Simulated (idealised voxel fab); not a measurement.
The following is a process module called voxel quadruple lines.
The cross-section on display is named cut; it measures 170 nm wide, and its cells are 5 nm squares.
A cross-section in this document is a grid of square cells, and it is written down as bands, the top band listed before the ones below it; a band is made up of one or more rows of cells. Heads up on the band format: heights come first, top then bottom, in nm. After that it's the materials left to right, each with its width in nm. A single material flagged "throughout" fills the whole band edge to edge, and "blank" means there's empty space there. For the purposes of this specification, 0 denotes the height below which the wafer in its as-received condition is composed wholly of one material, and the lowermost band, lacking a lower limit, extends downward without end, as expressed in "0 nm and below". A two-number width, for instance "30->40", indicates that the width is equal to the first number in the top row of the band and to the second number in the bottom row, and that it changes by a constant amount per row of cells. "remained the same" for a step: no cell of the cross-section changed in that step. "Enclosed void inventory" specifies each empty space that is not open to the top and that occupies no fewer than 8 cells, using the form width x height at distance, the distance measured from the left edge and all three quantities in nm. The remark found on a step's line after its settings is issued by the simulator itself and pertains to that step. What "overlay nm" on a step's line means: if the step has a mask, that mask lay this far to the right of its planned place, or, when the value is negative, to the left.
Listed below are the process steps as planned
1 RECEIVE: material Si
2 CONFORMAL_DEP: material SiO2, thk nm 10
3 DIRECTIONAL_DEP: material TiN, thk nm 15
4 DIRECTIONAL_DEP: material polySi, thk nm 20
5 DIRECTIONAL_DEP: material aC, thk nm 25
6 PATTERN: tone cover, mask id MANDREL, material resist, width nm 35, thk nm 35, overlay nm 0
7 DIRECTIONAL_ETCH: etch materials aC, depth nm 25
8 STRIP: etch materials resist
9 CONFORMAL_DEP: material SiO2, thk nm 15
10 DIRECTIONAL_ETCH: etch materials SiO2, depth nm 15
11 STRIP: etch materials aC
12 DIRECTIONAL_ETCH: etch materials polySi, depth nm 20
13 STRIP: etch materials SiO2
14 CONFORMAL_DEP: material SiCN, thk nm 10
15 DIRECTIONAL_ETCH: etch materials SiCN, depth nm 10
16 STRIP: etch materials polySi
17 DIRECTIONAL_ETCH: etch materials TiN, depth nm 15
18 STRIP: etch materials SiCN
19 FILL_DEP: material SiO2, thk nm 10
20 CMP: height nm 25
Wafer at receipt (post step 1), cross-section
> 0 nm and below  Si throughout
> Enclosed void inventory: none
End-of-module cross-section. Starting structure and process plan as above; one mistake made in running it
> 25 nm to 10 nm  polySi: 40, then TiN: 10, then polySi: 15, then TiN: 10, then polySi: 15, then TiN: 10, then polySi: 15, then TiN: 10, then polySi: 45
> 10 nm to 0 nm  SiO2 throughout
> 0 nm and below  Si throughout
> Enclosed void inventory: none
Run error: note that step 19 departed from the planned setting and was carried out as FILL_DEP: material polySi, thk nm 10
